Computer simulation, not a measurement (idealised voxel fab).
process module | voxel self aligned vias
cross-section cut | 255 nm wide | cells 5 nm
A cross-section is a grid of square cells, given in bands from the top down. A band is one or more rows of cells.
Each band's line starts with the height of the band's top and of its bottom, in nm. Then come its materials from left to right, each with its width in nm. One material with "throughout" fills the band from edge to edge. "air" is empty space.
Height 0 is the level under which the wafer as received is all one material. The lowest band goes on downwards, as in "0 down".
A width such as "30 to 40" changes by the same amount from each row of cells to the next, from the band's top row to its bottom row.
"no change" after a step means that no cell of the cross-section changed.
closed voids: empty space of 8 cells or more with no open way to the top, each as width x height at its distance from the left edge, in nm
after a step's settings: what the simulator itself notes on the step
overlay nm, on a step with a mask: how far to the right of its planned place the mask lay; to the left if negative
plan
1 op RECEIVE | material Si
2 op CONFORMAL_DEP | material SiO2 | thk nm 15
3 op CONFORMAL_DEP | material SiCN | thk nm 5
4 op DIRECTIONAL_DEP | material SiO2 | thk nm 25
5 op PATTERN | tone open | mask id LINES | material resist | width nm 25 | pitch nm 65 | thk nm 20 | overlay nm -15
6 op DIRECTIONAL_ETCH | etch materials SiO2 | depth nm 25
7 op STRIP | etch materials resist
8 op CONFORMAL_DEP | material TiN | thk nm 5
9 op FILL_DEP | material W | thk nm 10
10 op CMP | height nm 45
11 op SELECTIVE_ETCH | etch materials W Ru TiN | depth nm 5
12 op FILL_DEP | material SiN | thk nm 10
13 op CMP | height nm 45
14 op DIRECTIONAL_DEP | material SiO2 | thk nm 20
15 op DIRECTIONAL_DEP | material aC | thk nm 15
16 op PATTERN | tone open | mask id VIAS | material resist | width nm 45 | pitch nm 65 | thk nm 30 | overlay nm 0
17 op DIRECTIONAL_ETCH | etch materials aC | depth nm 15
18 op STRIP | etch materials resist
19 op DIRECTIONAL_ETCH | etch materials SiO2 | depth nm 20
20 op DIRECTIONAL_ETCH | etch materials SiN | depth nm 5
21 op STRIP | etch materials aC
22 op CONFORMAL_DEP | material TiN | thk nm 5
23 op FILL_DEP | material W | thk nm 5
24 op CMP | height nm 65
25 op CONFORMAL_DEP | material SiN | thk nm 5
varied across the wafers: overlay nm of step 5. The plan shows the first wafer's value. All wafers start alike
first wafer as received, after step 1
  0 down: Si throughout
  closed voids: none
first wafer at the end, after step 25
  70 to 65: SiN throughout
  65 to 50: SiO2 40 | TiN 5 | W 35 | TiN 5 | SiO2 20 | TiN 5 | W 35 | TiN 5 | SiO2 20 | TiN 5 | W 35 | TiN 5 | SiO2 40
  50 to 45: SiO2 40 | TiN 5 | W 10 | TiN 30 | SiO2 20 | TiN 5 | W 10 | TiN 30 | SiO2 20 | TiN 5 | W 10 | TiN 30 | SiO2 40
  45 to 40: SiO2 35 | SiN 5 | TiN 20 | SiO2 40 | SiN 5 | TiN 20 | SiO2 40 | SiN 5 | TiN 20 | SiO2 65
  40 to 25: SiO2 35 | TiN 5 | W 15 | TiN 5 | SiO2 40 | TiN 5 | W 15 | TiN 5 | SiO2 40 | TiN 5 | W 15 | TiN 5 | SiO2 65
  25 to 20: SiO2 35 | TiN 25 | SiO2 40 | TiN 25 | SiO2 40 | TiN 25 | SiO2 65
  20 to 15: SiCN throughout
  15 to 0: SiO2 throughout
  0 down: Si throughout
  closed voids: none
last wafer at the end
  70 to 65: SiN throughout
  65 to 50: SiO2 40 | TiN 5 | W 35 | TiN 5 | SiO2 20 | TiN 5 | W 35 | TiN 5 | SiO2 20 | TiN 5 | W 35 | TiN 5 | SiO2 40
  50 to 45: SiO2 40 | TiN 30 | W 10 | TiN 5 | SiO2 20 | TiN 30 | W 10 | TiN 5 | SiO2 20 | TiN 30 | W 10 | TiN 5 | SiO2 40
  45 to 40: SiO2 65 | TiN 20 | SiN 5 | SiO2 40 | TiN 20 | SiN 5 | SiO2 40 | TiN 20 | SiN 5 | SiO2 35
  40 to 25: SiO2 65 | TiN 5 | W 15 | TiN 5 | SiO2 40 | TiN 5 | W 15 | TiN 5 | SiO2 40 | TiN 5 | W 15 | TiN 5 | SiO2 35
  25 to 20: SiO2 65 | TiN 25 | SiO2 40 | TiN 25 | SiO2 40 | TiN 25 | SiO2 35
  20 to 15: SiCN throughout
  15 to 0: SiO2 throughout
  0 down: Si throughout
  closed voids: none
each wafer at the end: cells of each material gained (+) or lost (-) since it was received, then its closed voids
overlay nm -15 | +51 SiCN | +54 SiN | +429 SiO2 | +84 TiN | +96 W | closed voids: none
overlay nm -10 | +51 SiCN | +51 SiN | +429 SiO2 | +84 TiN | +99 W | closed voids: none
overlay nm -5 | +51 SiCN | +51 SiN | +429 SiO2 | +84 TiN | +99 W | closed voids: none
overlay nm 0 | +51 SiCN | +51 SiN | +429 SiO2 | +84 TiN | +99 W | closed voids: none
overlay nm 5 | +51 SiCN | +51 SiN | +429 SiO2 | +84 TiN | +99 W | closed voids: none
overlay nm 10 | +51 SiCN | +51 SiN | +429 SiO2 | +84 TiN | +99 W | closed voids: none
overlay nm 15 | +51 SiCN | +54 SiN | +429 SiO2 | +84 TiN | +96 W | closed voids: none
